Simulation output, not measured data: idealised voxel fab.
Documented hereafter: the process module known as voxel capacitor over wiring.
FYI the section here is cut, 285 nm wide, cells are 5 nm squares.
Throughout this document, each cross-section is represented as a grid of square cells and is presented as a sequence of bands enumerated from the top downward, where a band comprises one or more rows of cells.
A band entry consists of two parts. The first gives the height of the band's top and the height of its bottom, in nm. The rest lists the band's materials from left to right, each with its width in nm. A single material labelled with the word "everywhere" fills the band from edge to edge, and the word "blank" marks empty space.
We count height from 0. Below that, the starting wafer is all one material. The lowest band never ends at the bottom but goes on down; see "from 0 down" for how that is written.
Width "30..40": first value at the band's top row of cells, second value at its bottom row, equal change from row to row.
Any step labelled "identical to before" changed none of the cells in the cross-section.
In the "Sealed void inventory" entry, you get each enclosed empty space of 8 cells or more, one with no open way to the top, written width x height at distance, distance from the left edge, in nm.
Step line, after settings: the simulator's comment on this step.
overlay nm: for a step with a mask, the amount by which the mask lay right of where it was planned; a negative amount means left of it.
Heads up before you read on: it's before/after pairs around one process step each, after side only down to the lowest band that changed, step plus settings under the pair. Pairs can be from different runs of this module, same starting wafer, so only chain a pair onto the one above if its "Before the step" entry says so.

# Before the step
    from 100 to 90 | SiO2 (110..100); TiN (15..25); SiO2 (160)
    from 90 to 85 | SiO2 (100); Al2O3 (25); SiO2 (160)
    from 85 to 80 | SiO2 (95); TiN (65); SiO2 (125)
    from 80 to 75 | SiO2 (95); TiN (30); Al2O3 (35); SiO2 (125)
    from 75 to 65 | SiO2 (90); Ru (35); TiN (40); SiO2 (120)
    from 65 to 45 | SiO2 (100); Ru (15); SiO2 (170)
    from 45 to 40 | SiCN (100); Ru (15); SiCN (170)
    from 40 to 15 | lowk (90); SiN (5); Ru (20); SiN (5); lowk (45); SiN (5); Ru (20); SiN (5); lowk (90)
    from 15 to 10 | SiN (95); TiN (20); SiN (55); TiN (20); SiN (95)
    from 10 to 0 | SiO2 everywhere
    from 0 down | Si everywhere
    Sealed void inventory: none

# Resulting Cross-Section
    from 105 to 100 | SiN everywhere
    Everything below 100 is unchanged.
    Sealed void inventory: none
Upper to lower cross-section via CONFORMAL_DEP [material SiN] [thk nm 5]

# Before the step
    from 10 to 0 | SiO2 everywhere
    from 0 down | Si everywhere
    Sealed void inventory: none

# Resulting Cross-Section
    from 35 to 10 | Ru everywhere
    Everything below 10 is unchanged.
    Sealed void inventory: none
Upper to lower cross-section via DIRECTIONAL_DEP [material Ru] [thk nm 25]

Before the step: nothing new to draw here, it's the after view of the pair just above.

# Resulting Cross-Section
    from 40 to 35 | TiN everywhere
    Everything below 35 is unchanged.
    Sealed void inventory: none
Upper to lower cross-section via DIRECTIONAL_DEP [material TiN] [thk nm 5]

Before the step: nothing new to draw here, it's the after view of the pair just above.

# Resulting Cross-Section
    from 60 to 40 | blank (95); resist (20); blank (55); resist (20); blank (95)
    Everything below 40 is unchanged.
    Sealed void inventory: none
Upper to lower cross-section via PATTERN [tone cover] [mask id METAL_1] [material resist] [width nm 20] [pitch nm 75] [thk nm 20] [overlay nm 0]

Before the step: nothing new to draw here, it's the after view of the pair just above.

# Resulting Cross-Section
    from 60 to 40 | blank (95); resist (20); blank (55); resist (20); blank (95)
    from 40 to 35 | blank (95); TiN (20); blank (55); TiN (20); blank (95)
    Everything below 35 is unchanged.
    Sealed void inventory: none
Upper to lower cross-section via DIRECTIONAL_ETCH [etch materials TiN] [depth nm 5]

Before the step: nothing new to draw here, it's the after view of the pair just above.

# Resulting Cross-Section
    from 40 to 35 | blank (95); TiN (20); blank (55); TiN (20); blank (95)
    Everything below 35 is unchanged.
    Sealed void inventory: none
Upper to lower cross-section via STRIP [etch materials resist]

Before the step: nothing new to draw here, it's the after view of the pair just above.

# Resulting Cross-Section
    from 45 to 40 | blank (90); SiN (30); blank (45); SiN (30); blank (90)
    from 40 to 35 | SiN (95); TiN (20); SiN (55); TiN (20); SiN (95)
    Everything below 35 is unchanged.
    Sealed void inventory: none
Upper to lower cross-section via CONFORMAL_DEP [material SiN] [thk nm 5]

Before the step: nothing new to draw here, it's the after view of the pair just above.

# Resulting Cross-Section
    from 50 to 45 | lowk everywhere
    from 45 to 40 | lowk (90); SiN (30); lowk (45); SiN (30); lowk (90)
    Everything below 40 is unchanged.
    Sealed void inventory: none
Upper to lower cross-section via FILL_DEP [material lowk] [thk nm 5]

Before the step: nothing new to draw here, it's the after view of the pair just above.

# Resulting Cross-Section
    from 40 to 35 | SiN (95); TiN (20); SiN (55); TiN (20); SiN (95)
    Everything below 35 is unchanged.
    Sealed void inventory: none
Upper to lower cross-section via CMP [height nm 40]

Before the step: nothing new to draw here, it's the after view of the pair just above.

# Resulting Cross-Section
    from 45 to 40 | SiCN everywhere
    Everything below 40 is unchanged.
    Sealed void inventory: none
Upper to lower cross-section via CONFORMAL_DEP [material SiCN] [thk nm 5]

Before the step: nothing new to draw here, it's the after view of the pair just above.

# Resulting Cross-Section
    from 65 to 45 | SiO2 everywhere
    Everything below 45 is unchanged.
    Sealed void inventory: none
Upper to lower cross-section via DIRECTIONAL_DEP [material SiO2] [thk nm 20]

Before the step: nothing new to draw here, it's the after view of the pair just above.

# Resulting Cross-Section
    from 75 to 65 | aC everywhere
    Everything below 65 is unchanged.
    Sealed void inventory: none
Upper to lower cross-section via DIRECTIONAL_DEP [material aC] [thk nm 10]

Before the step: nothing new to draw here, it's the after view of the pair just above.

# Resulting Cross-Section
    from 105 to 75 | resist (100); blank (15); resist (170)
    Everything below 75 is unchanged.
    Sealed void inventory: none
Upper to lower cross-section via PATTERN [tone open] [mask id PLUG_1] [material resist] [width nm 15] [thk nm 30] [overlay nm 0]

Before the step: nothing new to draw here, it's the after view of the pair just above.

# Resulting Cross-Section
    from 95 to 75 | resist (100); blank (15); resist (170)
    from 75 to 65 | aC (100); blank (15); aC (170)
    Everything below 65 is unchanged.
    Sealed void inventory: none
Upper to lower cross-section via DIRECTIONAL_ETCH [etch materials aC] [depth nm 10]

Before the step: nothing new to draw here, it's the after view of the pair just above.

# Resulting Cross-Section
    from 75 to 65 | aC (100); blank (15); aC (170)
    Everything below 65 is unchanged.
    Sealed void inventory: none
Upper to lower cross-section via STRIP [etch materials resist]

Before the step: nothing new to draw here, it's the after view of the pair just above.

# Resulting Cross-Section
    from 75 to 65 | aC (100); blank (15); aC (170)
    from 65 to 45 | SiO2 (100); blank (15); SiO2 (170)
    Everything below 45 is unchanged.
    Sealed void inventory: none
Upper to lower cross-section via DIRECTIONAL_ETCH [etch materials SiO2] [depth nm 20]

Before the step: nothing new to draw here, it's the after view of the pair just above.

# Resulting Cross-Section
    from 75 to 65 | aC (100); blank (15); aC (170)
    from 65 to 45 | SiO2 (100); blank (15); SiO2 (170)
    from 45 to 40 | SiCN (100); blank (15); SiCN (170)
    Everything below 40 is unchanged.
    Sealed void inventory: none
Upper to lower cross-section via DIRECTIONAL_ETCH [etch materials SiCN] [depth nm 5]

Before the step: nothing new to draw here, it's the after view of the pair just above.

# Resulting Cross-Section
    from 65 to 45 | SiO2 (100); blank (15); SiO2 (170)
    Everything below 45 is unchanged.
    Sealed void inventory: none
Upper to lower cross-section via STRIP [etch materials aC]

Before the step: nothing new to draw here, it's the after view of the pair just above.

# Resulting Cross-Section
    from 65 to 50 | SiO2 (100); blank (15); SiO2 (170)
    from 50 to 45 | SiO2 (100); Ru (15); SiO2 (170)
    from 45 to 40 | SiCN (100); Ru (15); SiCN (170)
    Everything below 40 is unchanged.
    Sealed void inventory: none
Upper to lower cross-section via EPI [material Ru] [thk nm 10]

Before the step: nothing new to draw here, it's the after view of the pair just above.

# Resulting Cross-Section
    from 65 to 60 | SiO2 (100); blank (15); SiO2 (170)
    from 60 to 45 | SiO2 (100); Ru (15); SiO2 (170)
    Everything below 45 is unchanged.
    Sealed void inventory: none
Upper to lower cross-section via EPI [material Ru] [thk nm 10]

Before the step: nothing new to draw here, it's the after view of the pair just above.

# Resulting Cross-Section
    from 65 to 45 | SiO2 (100); Ru (15); SiO2 (170)
    Everything below 45 is unchanged.
    Sealed void inventory: none
Upper to lower cross-section via EPI [material Ru] [thk nm 5]

Before the step: nothing new to draw here, it's the after view of the pair just above.

# Resulting Cross-Section
    from 75 to 65 | TiN everywhere
    Everything below 65 is unchanged.
    Sealed void inventory: none
Upper to lower cross-section via DIRECTIONAL_DEP [material TiN] [thk nm 10]

Before the step: nothing new to draw here, it's the after view of the pair just above.

# Resulting Cross-Section
    from 80 to 75 | Al2O3 everywhere
    Everything below 75 is unchanged.
    Sealed void inventory: none
Upper to lower cross-section via DIRECTIONAL_DEP [material Al2O3] [thk nm 5]

Before the step: nothing new to draw here, it's the after view of the pair just above.

# Resulting Cross-Section
    from 85 to 80 | TiN everywhere
    Everything below 80 is unchanged.
    Sealed void inventory: none
Upper to lower cross-section via DIRECTIONAL_DEP [material TiN] [thk nm 5]

Before the step: nothing new to draw here, it's the after view of the pair just above.

# Resulting Cross-Section
    from 100 to 85 | aC everywhere
    Everything below 85 is unchanged.
    Sealed void inventory: none
Upper to lower cross-section via DIRECTIONAL_DEP [material aC] [thk nm 15]

Before the step: nothing new to draw here, it's the after view of the pair just above.

# Resulting Cross-Section
    from 135 to 100 | blank (100); resist (60); blank (125)
    Everything below 100 is unchanged.
    Sealed void inventory: none
Upper to lower cross-section via PATTERN [tone cover] [mask id UPPER_PLATE] [material resist] [width nm 60] [thk nm 35] [overlay nm 0]

Before the step: nothing new to draw here, it's the after view of the pair just above.

# Resulting Cross-Section
    from 120 to 100 | blank (100); resist (60); blank (125)
    from 100 to 85 | blank (100); aC (60); blank (125)
    Everything below 85 is unchanged.
    Sealed void inventory: none
Upper to lower cross-section via DIRECTIONAL_ETCH [etch materials aC] [depth nm 15]

Before the step: nothing new to draw here, it's the after view of the pair just above.

# Resulting Cross-Section
    from 100 to 85 | blank (100); aC (60); blank (125)
    Everything below 85 is unchanged.
    Sealed void inventory: none
Upper to lower cross-section via STRIP [etch materials resist]

Before the step: nothing new to draw here, it's the after view of the pair just above.

# Resulting Cross-Section
    from 100 to 85 | blank (100); aC (60); blank (125)
    from 85 to 80 | blank (100); TiN (60); blank (125)
    Everything below 80 is unchanged.
    Sealed void inventory: none
Upper to lower cross-section via DIRECTIONAL_ETCH [etch materials TiN] [depth nm 5]

Before the step: nothing new to draw here, it's the after view of the pair just above.

# Resulting Cross-Section
    from 100 to 85 | blank (100); aC (60); blank (125)
    from 85 to 80 | blank (100); TiN (60); blank (125)
    from 80 to 75 | blank (100); Al2O3 (60); blank (125)
    Everything below 75 is unchanged.
    Sealed void inventory: none
Upper to lower cross-section via DIRECTIONAL_ETCH [etch materials Al2O3] [depth nm 5]

Before the step: nothing new to draw here, it's the after view of the pair just above.

# Resulting Cross-Section
    from 85 to 80 | blank (100); TiN (60); blank (125)
    Everything below 80 is unchanged.
    Sealed void inventory: none
Upper to lower cross-section via STRIP [etch materials aC]

Before the step: nothing new to draw here, it's the after view of the pair just above.

# Resulting Cross-Section
    from 85 to 80 | blank (100); TiN (60); blank (125)
    from 80 to 75 | blank (100); Al2O3 (60); blank (125)
    from 75 to 65 | blank (95); TiN (70); blank (120)
    Everything below 65 is unchanged.
    Sealed void inventory: none
Upper to lower cross-section via MASKED_ETCH [tone cover] [mask id LOWER_PLATE] [width nm 70] [etch materials TiN] [depth nm 10] [overlay nm 0]

Before the step: nothing new to draw here, it's the after view of the pair just above.

# Resulting Cross-Section
    from 105 to 85 | SiO2 everywhere
    from 85 to 80 | SiO2 (100); TiN (60); SiO2 (125)
    from 80 to 75 | SiO2 (100); Al2O3 (60); SiO2 (125)
    from 75 to 65 | SiO2 (95); TiN (70); SiO2 (120)
    Everything below 65 is unchanged.
    Sealed void inventory: none
Upper to lower cross-section via FILL_DEP [material SiO2] [thk nm 20]

Before the step: nothing new to draw here, it's the after view of the pair just above.

# Resulting Cross-Section
    from 100 to 85 | SiO2 everywhere
    Everything below 85 is unchanged.
    Sealed void inventory: none
Upper to lower cross-section via CMP [height nm 100]

Before the step: nothing new to draw here, it's the after view of the pair just above.

# Resulting Cross-Section
    from 115 to 100 | resist (110); blank (15); resist (160)
    Everything below 100 is unchanged.
    Sealed void inventory: none
Upper to lower cross-section via PATTERN [tone open] [mask id PLUG_2] [material resist] [width nm 15] [thk nm 15] [overlay nm 0]

Before the step: nothing new to draw here, it's the after view of the pair just above.

# Resulting Cross-Section
    from 115 to 100 | resist (110); blank (15); resist (160)
    from 100 to 85 | SiO2 (110); blank (15); SiO2 (160)
    Everything below 85 is unchanged.
    Sealed void inventory: none
Upper to lower cross-section via DIRECTIONAL_ETCH [etch materials SiO2] [depth nm 15]

Before the step: nothing new to draw here, it's the after view of the pair just above.

# Resulting Cross-Section
    from 100 to 85 | SiO2 (110); blank (15); SiO2 (160)
    Everything below 85 is unchanged.
    Sealed void inventory: none
Upper to lower cross-section via STRIP [etch materials resist]

Before the step: nothing new to draw here, it's the after view of the pair just above.

# Resulting Cross-Section
    from 105 to 100 | TiN (115); blank (5); TiN (165)
    from 100 to 90 | SiO2 (110); TiN (5); blank (5); TiN (5); SiO2 (160)
    from 90 to 80 | SiO2 (110..100); TiN (15..60); SiO2 (160..125)
    Everything below 80 is unchanged.
    Sealed void inventory: none
Upper to lower cross-section via CONFORMAL_DEP [material TiN] [thk nm 5]

Before the step: nothing new to draw here, it's the after view of the pair just above.

# Resulting Cross-Section
    from 110 to 105 | Cu everywhere
    from 105 to 100 | TiN (115); Cu (5); TiN (165)
    from 100 to 90 | SiO2 (110); TiN (5); Cu (5); TiN (5); SiO2 (160)
    Everything below 90 is unchanged.
    Sealed void inventory: none
Upper to lower cross-section via FILL_DEP [material Cu] [thk nm 5]

Before the step: nothing new to draw here, it's the after view of the pair just above.

# Resulting Cross-Section
    from 100 to 90 | SiO2 (110); TiN (5); Cu (5); TiN (5); SiO2 (160)
    Everything below 90 is unchanged.
    Sealed void inventory: none
Upper to lower cross-section via CMP [height nm 100]

Before the step: nothing new to draw here, it's the after view of the pair just above.

# Resulting Cross-Section
    from 105 to 100 | SiN everywhere
    Everything below 100 is unchanged.
    Sealed void inventory: none
Upper to lower cross-section via CONFORMAL_DEP [material SiN] [thk nm 5]

# Before the step
    from 0 down | Si everywhere
    Sealed void inventory: none

# Resulting Cross-Section
    from 15 to 0 | SiO2 everywhere
    Everything below 0 is unchanged.
    Sealed void inventory: none
Upper to lower cross-section via CONFORMAL_DEP [material SiO2] [thk nm 15]

Before the step: nothing new to draw here, it's the after view of the pair just above.

# Resulting Cross-Section
    from 20 to 15 | TiN everywhere
    Everything below 15 is unchanged.
    Sealed void inventory: none
Upper to lower cross-section via DIRECTIONAL_DEP [material TiN] [thk nm 5]

Before the step: nothing new to draw here, it's the after view of the pair just above.

# Resulting Cross-Section
    from 45 to 20 | Ru everywhere
    Everything below 20 is unchanged.
    Sealed void inventory: none
Upper to lower cross-section via DIRECTIONAL_DEP [material Ru] [thk nm 25]

Before the step: nothing new to draw here, it's the after view of the pair just above.

# Resulting Cross-Section
    from 65 to 45 | blank (95); resist (20); blank (55); resist (20); blank (95)
    Everything below 45 is unchanged.
    Sealed void inventory: none
Upper to lower cross-section via PATTERN [tone cover] [mask id METAL_1] [material resist] [width nm 20] [pitch nm 75] [thk nm 20] [overlay nm 0]

Before the step: nothing new to draw here, it's the after view of the pair just above.

# Resulting Cross-Section
    from 65 to 45 | blank (95); resist (20); blank (55); resist (20); blank (95)
    from 45 to 20 | blank (95); Ru (20); blank (55); Ru (20); blank (95)
    Everything below 20 is unchanged.
    Sealed void inventory: none
Upper to lower cross-section via DIRECTIONAL_ETCH [etch materials Ru] [depth nm 25]

Before the step: nothing new to draw here, it's the after view of the pair just above.

# Resulting Cross-Section
    from 65 to 45 | blank (95); resist (20); blank (55); resist (20); blank (95)
    from 45 to 20 | blank (95); Ru (20); blank (55); Ru (20); blank (95)
    from 20 to 15 | blank (95); TiN (20); blank (55); TiN (20); blank (95)
    Everything below 15 is unchanged.
    Sealed void inventory: none
Upper to lower cross-section via DIRECTIONAL_ETCH [etch materials TiN] [depth nm 5]

Before the step: nothing new to draw here, it's the after view of the pair just above.

# Resulting Cross-Section
    from 45 to 20 | blank (95); Ru (20); blank (55); Ru (20); blank (95)
    Everything below 20 is unchanged.
    Sealed void inventory: none
Upper to lower cross-section via STRIP [etch materials resist]

Before the step: nothing new to draw here, it's the after view of the pair just above.

# Resulting Cross-Section
    from 50 to 45 | blank (90); SiN (30); blank (45); SiN (30); blank (90)
    from 45 to 20 | blank (90); SiN (5); Ru (20); SiN (5); blank (45); SiN (5); Ru (20); SiN (5); blank (90)
    from 20 to 15 | SiN (95); TiN (20); SiN (55); TiN (20); SiN (95)
    Everything below 15 is unchanged.
    Sealed void inventory: none
Upper to lower cross-section via CONFORMAL_DEP [material SiN] [thk nm 5]

Before the step: nothing new to draw here, it's the after view of the pair just above.

# Resulting Cross-Section
    from 55 to 50 | lowk everywhere
    from 50 to 45 | lowk (90); SiN (30); lowk (45); SiN (30); lowk (90)
    from 45 to 20 | lowk (90); SiN (5); Ru (20); SiN (5); lowk (45); SiN (5); Ru (20); SiN (5); lowk (90)
    Everything below 20 is unchanged.
    Sealed void inventory: none
Upper to lower cross-section via FILL_DEP [material lowk] [thk nm 5]

Before the step: nothing new to draw here, it's the after view of the pair just above.

# Resulting Cross-Section
    from 40 to 20 | lowk (90); SiN (5); Ru (20); SiN (5); lowk (45); SiN (5); Ru (20); SiN (5); lowk (90)
    Everything below 20 is unchanged.
    Sealed void inventory: none
Upper to lower cross-section via CMP [height nm 40]

Before the step: nothing new to draw here, it's the after view of the pair just above.

# Resulting Cross-Section
    from 45 to 40 | SiCN everywhere
    Everything below 40 is unchanged.
    Sealed void inventory: none
Upper to lower cross-section via CONFORMAL_DEP [material SiCN] [thk nm 5]

Before the step: nothing new to draw here, it's the after view of the pair just above.

# Resulting Cross-Section
    from 65 to 45 | SiO2 everywhere
    Everything below 45 is unchanged.
    Sealed void inventory: none
Upper to lower cross-section via DIRECTIONAL_DEP [material SiO2] [thk nm 20]

Before the step: nothing new to draw here, it's the after view of the pair just above.

# Resulting Cross-Section
    from 75 to 65 | aC everywhere
    Everything below 65 is unchanged.
    Sealed void inventory: none
Upper to lower cross-section via DIRECTIONAL_DEP [material aC] [thk nm 10]

Before the step: nothing new to draw here, it's the after view of the pair just above.

# Resulting Cross-Section
    from 105 to 75 | resist (100); blank (15); resist (170)
    Everything below 75 is unchanged.
    Sealed void inventory: none
Upper to lower cross-section via PATTERN [tone open] [mask id PLUG_1] [material resist] [width nm 15] [thk nm 30] [overlay nm 0]

Before the step: nothing new to draw here, it's the after view of the pair just above.

# Resulting Cross-Section
    from 95 to 75 | resist (100); blank (15); resist (170)
    from 75 to 65 | aC (100); blank (15); aC (170)
    Everything below 65 is unchanged.
    Sealed void inventory: none
Upper to lower cross-section via DIRECTIONAL_ETCH [etch materials aC] [depth nm 10]

Before the step: nothing new to draw here, it's the after view of the pair just above.

# Resulting Cross-Section
    from 75 to 65 | aC (100); blank (15); aC (170)
    Everything below 65 is unchanged.
    Sealed void inventory: none
Upper to lower cross-section via STRIP [etch materials resist]

Before the step: nothing new to draw here, it's the after view of the pair just above.

# Resulting Cross-Section
    from 75 to 65 | aC (100); blank (15); aC (170)
    from 65 to 45 | SiO2 (100); blank (15); SiO2 (170)
    Everything below 45 is unchanged.
    Sealed void inventory: none
Upper to lower cross-section via DIRECTIONAL_ETCH [etch materials SiO2] [depth nm 20]

Before the step: nothing new to draw here, it's the after view of the pair just above.

# Resulting Cross-Section
    from 75 to 65 | aC (100); blank (15); aC (170)
    from 65 to 45 | SiO2 (100); blank (15); SiO2 (170)
    from 45 to 40 | SiCN (100); blank (15); SiCN (170)
    Everything below 40 is unchanged.
    Sealed void inventory: none
Upper to lower cross-section via DIRECTIONAL_ETCH [etch materials SiCN] [depth nm 5]

Before the step: nothing new to draw here, it's the after view of the pair just above.

# Resulting Cross-Section
    from 65 to 45 | SiO2 (100); blank (15); SiO2 (170)
    Everything below 45 is unchanged.
    Sealed void inventory: none
Upper to lower cross-section via STRIP [etch materials aC]

Before the step: nothing new to draw here, it's the after view of the pair just above.

# Resulting Cross-Section
    from 65 to 50 | SiO2 (100); blank (15); SiO2 (170)
    from 50 to 45 | SiO2 (100); Ru (15); SiO2 (170)
    from 45 to 40 | SiCN (100); Ru (15); SiCN (170)
    Everything below 40 is unchanged.
    Sealed void inventory: none
Upper to lower cross-section via EPI [material Ru] [thk nm 10]

Before the step: nothing new to draw here, it's the after view of the pair just above.

# Resulting Cross-Section
    from 65 to 60 | SiO2 (100); blank (15); SiO2 (170)
    from 60 to 45 | SiO2 (100); Ru (15); SiO2 (170)
    Everything below 45 is unchanged.
    Sealed void inventory: none
Upper to lower cross-section via EPI [material Ru] [thk nm 10]

Before the step: nothing new to draw here, it's the after view of the pair just above.

# Resulting Cross-Section
    from 65 to 45 | SiO2 (100); Ru (15); SiO2 (170)
    Everything below 45 is unchanged.
    Sealed void inventory: none
Upper to lower cross-section via EPI [material Ru] [thk nm 5]

Before the step: nothing new to draw here, it's the after view of the pair just above.

# Resulting Cross-Section
    from 75 to 65 | TiN everywhere
    Everything below 65 is unchanged.
    Sealed void inventory: none
Upper to lower cross-section via DIRECTIONAL_DEP [material TiN] [thk nm 10]

Before the step: nothing new to draw here, it's the after view of the pair just above.

# Resulting Cross-Section
    from 80 to 75 | Al2O3 everywhere
    Everything below 75 is unchanged.
    Sealed void inventory: none
Upper to lower cross-section via DIRECTIONAL_DEP [material Al2O3] [thk nm 5]

Before the step: nothing new to draw here, it's the after view of the pair just above.

# Resulting Cross-Section
    from 85 to 80 | TiN everywhere
    Everything below 80 is unchanged.
    Sealed void inventory: none
Upper to lower cross-section via DIRECTIONAL_DEP [material TiN] [thk nm 5]

Before the step: nothing new to draw here, it's the after view of the pair just above.

# Resulting Cross-Section
    from 100 to 85 | aC everywhere
    Everything below 85 is unchanged.
    Sealed void inventory: none
Upper to lower cross-section via DIRECTIONAL_DEP [material aC] [thk nm 15]

Before the step: nothing new to draw here, it's the after view of the pair just above.

# Resulting Cross-Section
    from 135 to 100 | blank (100); resist (60); blank (125)
    Everything below 100 is unchanged.
    Sealed void inventory: none
Upper to lower cross-section via PATTERN [tone cover] [mask id UPPER_PLATE] [material resist] [width nm 60] [thk nm 35] [overlay nm 0]

Before the step: nothing new to draw here, it's the after view of the pair just above.

# Resulting Cross-Section
    from 120 to 100 | blank (100); resist (60); blank (125)
    from 100 to 85 | blank (100); aC (60); blank (125)
    Everything below 85 is unchanged.
    Sealed void inventory: none
Upper to lower cross-section via DIRECTIONAL_ETCH [etch materials aC] [depth nm 15]

Before the step: nothing new to draw here, it's the after view of the pair just above.

# Resulting Cross-Section
    from 100 to 85 | blank (100); aC (60); blank (125)
    Everything below 85 is unchanged.
    Sealed void inventory: none
Upper to lower cross-section via STRIP [etch materials resist]

Before the step: nothing new to draw here, it's the after view of the pair just above.

# Resulting Cross-Section
    from 100 to 85 | blank (100); aC (60); blank (125)
    from 85 to 80 | blank (100); TiN (60); blank (125)
    Everything below 80 is unchanged.
    Sealed void inventory: none
Upper to lower cross-section via DIRECTIONAL_ETCH [etch materials TiN] [depth nm 5]

Before the step: nothing new to draw here, it's the after view of the pair just above.

# Resulting Cross-Section
    from 100 to 85 | blank (100); aC (60); blank (125)
    from 85 to 80 | blank (100); TiN (60); blank (125)
    from 80 to 75 | blank (100); Al2O3 (60); blank (125)
    Everything below 75 is unchanged.
    Sealed void inventory: none
Upper to lower cross-section via DIRECTIONAL_ETCH [etch materials Al2O3] [depth nm 5]

Before the step: nothing new to draw here, it's the after view of the pair just above.

# Resulting Cross-Section
    from 85 to 80 | blank (100); TiN (60); blank (125)
    Everything below 80 is unchanged.
    Sealed void inventory: none
Upper to lower cross-section via STRIP [etch materials aC]

Before the step: nothing new to draw here, it's the after view of the pair just above.

# Resulting Cross-Section
    from 85 to 80 | blank (100); TiN (60); blank (125)
    from 80 to 75 | blank (100); Al2O3 (60); blank (125)
    from 75 to 65 | blank (95); TiN (70); blank (120)
    Everything below 65 is unchanged.
    Sealed void inventory: none
Upper to lower cross-section via MASKED_ETCH [tone cover] [mask id LOWER_PLATE] [width nm 70] [etch materials TiN] [depth nm 10] [overlay nm 0]

Before the step: nothing new to draw here, it's the after view of the pair just above.

# Resulting Cross-Section
    from 105 to 85 | SiO2 everywhere
    from 85 to 80 | SiO2 (100); TiN (60); SiO2 (125)
    from 80 to 75 | SiO2 (100); Al2O3 (60); SiO2 (125)
    from 75 to 65 | SiO2 (95); TiN (70); SiO2 (120)
    Everything below 65 is unchanged.
    Sealed void inventory: none
Upper to lower cross-section via FILL_DEP [material SiO2] [thk nm 20]

Before the step: nothing new to draw here, it's the after view of the pair just above.

# Resulting Cross-Section
    from 100 to 85 | SiO2 everywhere
    Everything below 85 is unchanged.
    Sealed void inventory: none
Upper to lower cross-section via CMP [height nm 100]

Before the step: nothing new to draw here, it's the after view of the pair just above.

# Resulting Cross-Section
    from 115 to 100 | resist (110); blank (15); resist (160)
    Everything below 100 is unchanged.
    Sealed void inventory: none
Upper to lower cross-section via PATTERN [tone open] [mask id PLUG_2] [material resist] [width nm 15] [thk nm 15] [overlay nm 0]

Before the step: nothing new to draw here, it's the after view of the pair just above.

# Resulting Cross-Section
    from 115 to 100 | resist (110); blank (15); resist (160)
    from 100 to 85 | SiO2 (110); blank (15); SiO2 (160)
    Everything below 85 is unchanged.
    Sealed void inventory: none
Upper to lower cross-section via DIRECTIONAL_ETCH [etch materials SiO2] [depth nm 15]

Before the step: nothing new to draw here, it's the after view of the pair just above.

# Resulting Cross-Section
    from 100 to 85 | SiO2 (110); blank (15); SiO2 (160)
    Everything below 85 is unchanged.
    Sealed void inventory: none
Upper to lower cross-section via STRIP [etch materials resist]

Before the step: nothing new to draw here, it's the after view of the pair just above.

# Resulting Cross-Section
    from 105 to 100 | TiN (115); blank (5); TiN (165)
    from 100 to 90 | SiO2 (110); TiN (5); blank (5); TiN (5); SiO2 (160)
    from 90 to 80 | SiO2 (110..100); TiN (15..60); SiO2 (160..125)
    Everything below 80 is unchanged.
    Sealed void inventory: none
Upper to lower cross-section via CONFORMAL_DEP [material TiN] [thk nm 5]

Before the step: nothing new to draw here, it's the after view of the pair just above.

# Resulting Cross-Section
    from 110 to 105 | Cu everywhere
    from 105 to 100 | TiN (115); Cu (5); TiN (165)
    from 100 to 90 | SiO2 (110); TiN (5); Cu (5); TiN (5); SiO2 (160)
    Everything below 90 is unchanged.
    Sealed void inventory: none
Upper to lower cross-section via FILL_DEP [material Cu] [thk nm 5]

Before the step: nothing new to draw here, it's the after view of the pair just above.

# Resulting Cross-Section
    from 100 to 90 | SiO2 (110); TiN (5); Cu (5); TiN (5); SiO2 (160)
    Everything below 90 is unchanged.
    Sealed void inventory: none
Upper to lower cross-section via CMP [height nm 100]

Before the step: nothing new to draw here, it's the after view of the pair just above.

# Resulting Cross-Section
    from 105 to 100 | SiN everywhere
    Everything below 100 is unchanged.
    Sealed void inventory: none
Upper to lower cross-section via CONFORMAL_DEP [material SiN] [thk nm 5]

# Before the step
    from 100 to 85 | aC everywhere
    from 85 to 80 | TiN everywhere
    from 80 to 75 | Al2O3 everywhere
    from 75 to 65 | TiN everywhere
    from 65 to 45 | SiO2 (100); Ru (15); SiO2 (170)
    from 45 to 40 | SiCN (100); Ru (15); SiCN (170)
    from 40 to 15 | lowk (90); SiN (5); Ru (20); SiN (5); lowk (45); SiN (5); Ru (20); SiN (5); lowk (90)
    from 15 to 10 | SiN (95); TiN (20); SiN (55); TiN (20); SiN (95)
    from 10 to 0 | SiO2 everywhere
    from 0 down | Si everywhere
    Sealed void inventory: none

# Resulting Cross-Section
    from 135 to 100 | blank (105); resist (55); blank (125)
    Everything below 100 is unchanged.
    Sealed void inventory: none
Upper to lower cross-section via PATTERN [tone cover] [mask id UPPER_PLATE] [material resist] [width nm 55] [thk nm 35] [overlay nm 0]

Before the step: nothing new to draw here, it's the after view of the pair just above.

# Resulting Cross-Section
    from 120 to 100 | blank (105); resist (55); blank (125)
    from 100 to 85 | blank (105); aC (55); blank (125)
    Everything below 85 is unchanged.
    Sealed void inventory: none
Upper to lower cross-section via DIRECTIONAL_ETCH [etch materials aC] [depth nm 15]

Before the step: nothing new to draw here, it's the after view of the pair just above.

# Resulting Cross-Section
    from 100 to 85 | blank (105); aC (55); blank (125)
    Everything below 85 is unchanged.
    Sealed void inventory: none
Upper to lower cross-section via STRIP [etch materials resist]

Before the step: nothing new to draw here, it's the after view of the pair just above.

# Resulting Cross-Section
    from 100 to 85 | blank (105); aC (55); blank (125)
    from 85 to 80 | blank (105); TiN (55); blank (125)
    Everything below 80 is unchanged.
    Sealed void inventory: none
Upper to lower cross-section via DIRECTIONAL_ETCH [etch materials TiN] [depth nm 5]

Before the step: nothing new to draw here, it's the after view of the pair just above.

# Resulting Cross-Section
    from 100 to 85 | blank (105); aC (55); blank (125)
    from 85 to 80 | blank (105); TiN (55); blank (125)
    from 80 to 75 | blank (105); Al2O3 (55); blank (125)
    Everything below 75 is unchanged.
    Sealed void inventory: none
Upper to lower cross-section via DIRECTIONAL_ETCH [etch materials Al2O3] [depth nm 5]

Before the step: nothing new to draw here, it's the after view of the pair just above.

# Resulting Cross-Section
    from 85 to 80 | blank (105); TiN (55); blank (125)
    Everything below 80 is unchanged.
    Sealed void inventory: none
Upper to lower cross-section via STRIP [etch materials aC]

Before the step: nothing new to draw here, it's the after view of the pair just above.

# Resulting Cross-Section
    from 85 to 80 | blank (105); TiN (55); blank (125)
    from 80 to 75 | blank (105); Al2O3 (55); blank (125)
    from 75 to 65 | blank (95); TiN (70); blank (120)
    Everything below 65 is unchanged.
    Sealed void inventory: none
Upper to lower cross-section via MASKED_ETCH [tone cover] [mask id LOWER_PLATE] [width nm 70] [etch materials TiN] [depth nm 10] [overlay nm 0]
